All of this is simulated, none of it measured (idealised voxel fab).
Process module under the name voxel ribs on slabs
It is cross-section cut that appears here, measuring 215 nm in width, its square cells being 5 nm in size.
Cross-section, as written here: a square-cell grid given band by band from the top down, where a band holds one or more rows of cells. In this notation a band is specified by the heights of its top and bottom, in that order and in nm, after which its materials appear from left to right, each paired with its width in nm. The word "throughout" attached to a single material means that material fills the band from edge to edge; the word "blank" stands for empty space. Convention: height 0 is the level below which the wafer, as received, is all one material. The lowest band does not terminate at the bottom but continues downward, represented as "0 nm and below". Think of "30 to 40" as a width that walks from the first number to the second as you go down the band, top row to bottom row, taking equal-sized steps from row to row. Where a step carries "no change", the cross-section came out of it unchanged, cell for cell. "Enclosed void list": sealed empty spaces, 8 cells or more, no open way to top, listed width x height at distance, with distance from the left edge and width, height and distance in nm. Note: text after step settings on the step line = simulator remark on that step. overlay nm: mask offset rightward from planned place, masked step; negative means leftward offset.
[Process steps foreseen in the plan]
1,RECEIVE (material Si)
2,DIRECTIONAL_DEP (material SiO2; thk nm 30)
3,DIRECTIONAL_DEP (material polySi; thk nm 25)
4,DIRECTIONAL_DEP (material aC; thk nm 15)
5,PATTERN (tone cover; mask id RIB; material resist; width nm 15; thk nm 35; overlay nm 0)
6,DIRECTIONAL_ETCH (etch materials aC; depth nm 15)
7,STRIP (etch materials resist)
8,DIRECTIONAL_ETCH (etch materials polySi; depth nm 20)
9,STRIP (etch materials aC)
10,DIRECTIONAL_DEP (material aC; thk nm 10)
11,PATTERN (tone cover; mask id SLAB; material resist; width nm 45; thk nm 30; overlay nm 0)
12,DIRECTIONAL_ETCH (etch materials aC; depth nm 10)
13,STRIP (etch materials resist)
14,DIRECTIONAL_ETCH (etch materials polySi; depth nm 5)
15,STRIP (etch materials aC)
16,FILL_DEP (material SiO2; thk nm 25)
17,CMP (height nm 70)
18,DIRECTIONAL_DEP (material W; thk nm 5)
19,MASKED_ETCH (tone cover; mask id HEATER; width nm 25; etch materials W; depth nm 5; overlay nm 0)
20,CONFORMAL_DEP (material SiN; thk nm 5)
The plan's step 11 width nm is the first wafer's value; the wafers differ in this setting and start identical.
[Cross-section of the first of several wafers as received (after step 1)]
> 0 nm and below = Si throughout
> Enclosed void list: none
[Here is how to read the rows: every wafer has a row, and it shows the wafer at the end of the module, giving for each material how many cells were gained (+) or lost (-) since the wafer was received, then listing its closed voids]
width nm 45, +45 SiN, +581 SiO2, +5 W, +21 polySi, Enclosed void list: none
width nm 50, +45 SiN, +580 SiO2, +5 W, +22 polySi, Enclosed void list: none
width nm 55, +45 SiN, +579 SiO2, +5 W, +23 polySi, Enclosed void list: none
width nm 60, +45 SiN, +578 SiO2, +5 W, +24 polySi, Enclosed void list: none
width nm 65, +45 SiN, +577 SiO2, +5 W, +25 polySi, Enclosed void list: none
width nm 70, +45 SiN, +576 SiO2, +5 W, +26 polySi, Enclosed void list: none
